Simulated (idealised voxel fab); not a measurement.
You're looking at the process module voxel plated lines.
Square cells of 5 nm make up the cross-section cut, whose width is 230 nm.
Cross-section format: a grid of square cells, given as bands from top to bottom; each band is one or more rows of cells.
The band entry comprises the height of the band's top followed by the height of its bottom, expressed in nm, and subsequently the band's materials from left to right, each stated together with its width in nm. Where a single material is marked with the word "everywhere", that material fills the band from edge to edge. The word "air" represents empty space.
Zero point of the height axis is 0; under it, received wafer = one material. Lowest band: continues down indefinitely, "0 and below".
Note: "30..40" means the width goes from the first number (top row of the band) to the second number (bottom row) in equal steps per row of cells.
Given "nothing got changed" for a step, no cell of the cross-section differs between before and after that step.
The entry titled "Closed void inventory" provides the empty spaces that have no open way to the top, restricted to those of 8 cells or more. Each is presented as width x height at distance, the distance being measured from the left edge, with all three in nm.
Text after the settings on a step's line: the simulator's own remark on that step.
The setting "overlay nm" may be written on the line of a step. When the step uses a mask, the value reports how far to the right of the planned place the mask lay, and a negative value reports that it lay to the left.

**Planned process steps**
1,RECEIVE [material Si]
2,CONFORMAL_DEP [material Al2O3] [thk nm 5]
3,DIRECTIONAL_DEP [material TiN] [thk nm 5]
4,PATTERN [tone open] [mask id LINES] [material resist] [width nm 20] [pitch nm 45] [thk nm 35] [overlay nm 0]
5,EPI [material Ru] [thk nm 10]
6,EPI [material Ru] [thk nm 5]
7,EPI [material Ru] [thk nm 5]
8,STRIP [etch materials resist]
9,DIRECTIONAL_ETCH [etch materials TiN] [depth nm 5]
10,CONFORMAL_DEP [material SiO2] [thk nm 5]

**Shown in cross-section is the wafer as received, that is, as it stands after step 1**
- 0 and below: Si everywhere
- Closed void inventory: none

**Below is the wafer in cross-section after the module was completed. It began from the starting point shown above and followed the plan shown above, except that one mistake was made while running it**
- 45 down to 40: 30 of air, then 30 of SiO2, then 15 of air, then 30 of SiO2, then 15 of air, then 30 of SiO2, then 15 of air, then 30 of SiO2, then 35 of air
- 40 down to 20: 30 of air, then 5 of SiO2, then 20 of Ru, then 5 of SiO2, then 15 of air, then 5 of SiO2, then 20 of Ru, then 5 of SiO2, then 15 of air, then 5 of SiO2, then 20 of Ru, then 5 of SiO2, then 15 of air, then 5 of SiO2, then 20 of Ru, then 5 of SiO2, then 35 of air
- 20 down to 15: 35 of SiO2, then 20 of TiN, then 25 of SiO2, then 20 of TiN, then 25 of SiO2, then 20 of TiN, then 25 of SiO2, then 20 of TiN, then 40 of SiO2
- 15 down to 0: Al2O3 everywhere
- 0 and below: Si everywhere
- Closed void inventory: none
What was done differently from what was planned? note that step 2 departed from the planned setting and was carried out as CONFORMAL_DEP [material Al2O3] [thk nm 15]
